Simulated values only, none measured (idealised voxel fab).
Process module under the name voxel capacitor over wiring
The width of the displayed cross-section, cut, is 155 nm; its cells are square, with a size of 5 nm.
For the purposes of this document, a cross-section shall be understood as a grid of square cells, specified as bands listed in top-to-bottom order, each band consisting of one or more rows of cells.
This entry defines a band. It first specifies the height of the band's top and the height of its bottom in nm, and then specifies the band's materials from left to right, stating each material with its width in nm. The word "throughout" identifies a single material that fills the band from edge to edge, while the word "empty" identifies empty space.
Basically, 0 is our baseline, since under it the wafer straight out of the box is all one material. The bottom band has no lower end and keeps on going down, so it looks like "0 down".
A two-number width, for instance "30->40", indicates that the width is equal to the first number in the top row of the band and to the second number in the bottom row, and that it changes by a constant amount per row of cells.
Where a step carries "nothing got changed", the cross-section came out of it unchanged, cell for cell.
If an empty space has no open way to the top and is at least 8 cells in size, "Trapped cavities" lists it, written width x height at distance, where distance is measured from the left edge and every value is in nm.
Post-settings text on a step line: simulator's own remark regarding the step.
When a step includes a mask, the "overlay nm" setting on its line states how far to the right of its planned place that mask lay, and negative values state how far to the left.

### The process steps that were planned are listed below
1,RECEIVE, material Si
2,CONFORMAL_DEP, material SiO2, thk nm 10
3,CONFORMAL_DEP, material SiCN, thk nm 5
4,DIRECTIONAL_DEP, material SiO2, thk nm 25
5,MASKED_ETCH, tone open, mask id METAL_1, width nm 25, pitch nm 95, etch materials SiO2, depth nm 25, overlay nm 0
6,MASKED_ETCH, tone open, mask id METAL_1, width nm 25, pitch nm 95, etch materials SiCN, depth nm 5, overlay nm 0
7,CONFORMAL_DEP, material TiN, thk nm 5
8,FILL_DEP, material Cu, thk nm 5
9,CMP, height nm 40
10,EPI, material Ru, thk nm 5
11,FILL_DEP, material SiCN, thk nm 5
12,DIRECTIONAL_DEP, material SiO2, thk nm 20
13,MASKED_ETCH, tone open, mask id PLUG_1, width nm 15, etch materials SiO2, depth nm 20, overlay nm 0
14,MASKED_ETCH, tone open, mask id PLUG_1, width nm 15, etch materials SiCN, depth nm 5, overlay nm 0
15,CONFORMAL_DEP, material TiN, thk nm 5
16,FILL_DEP, material Ru, thk nm 10
17,CMP, height nm 70
18,DIRECTIONAL_DEP, material TiN, thk nm 5
19,DIRECTIONAL_DEP, material SiN, thk nm 5
20,DIRECTIONAL_DEP, material TiN, thk nm 5
21,DIRECTIONAL_DEP, material aC, thk nm 15
22,PATTERN, tone cover, mask id UPPER_PLATE, material resist, width nm 75, thk nm 35, overlay nm 0
23,DIRECTIONAL_ETCH, etch materials aC, depth nm 15
24,STRIP, etch materials resist
25,DIRECTIONAL_ETCH, etch materials TiN, depth nm 5
26,DIRECTIONAL_ETCH, etch materials SiN, depth nm 5
27,STRIP, etch materials aC
28,MASKED_ETCH, tone cover, mask id LOWER_PLATE, width nm 85, etch materials TiN, depth nm 5, overlay nm 0
29,FILL_DEP, material SiO2, thk nm 20
30,CMP, height nm 100
31,MASKED_ETCH, tone open, mask id PLUG_2, width nm 15, etch materials SiO2, depth nm 15, overlay nm 0
32,CONFORMAL_DEP, material TiN, thk nm 5
33,FILL_DEP, material Cu, thk nm 5
34,CMP, height nm 100
35,CONFORMAL_DEP, material SiCN, thk nm 5
The wafers are alike at the start. At step 15, their thk nm differs. The plan lists the first wafer's value.

### The first of several wafers, as received after step 1, seen in section
* 0 down  Si throughout
* Trapped cavities: none

### Per-wafer rows below. For each material: cells gained (+) or lost (-) since the wafer was received, as of end of module. Then: closed voids
thk nm 5; +32 Cu; +18 Ru; +97 SiCN; +15 SiN; +409 SiO2; +80 TiN; Trapped cavities: none
thk nm 10; +32 Cu; +14 Ru; +97 SiCN; +15 SiN; +409 SiO2; +84 TiN; Trapped cavities: none
thk nm 15; +32 Cu; +14 Ru; +97 SiCN; +15 SiN; +409 SiO2; +84 TiN; Trapped cavities: none
thk nm 20; +32 Cu; +14 Ru; +97 SiCN; +15 SiN; +409 SiO2; +84 TiN; Trapped cavities: none
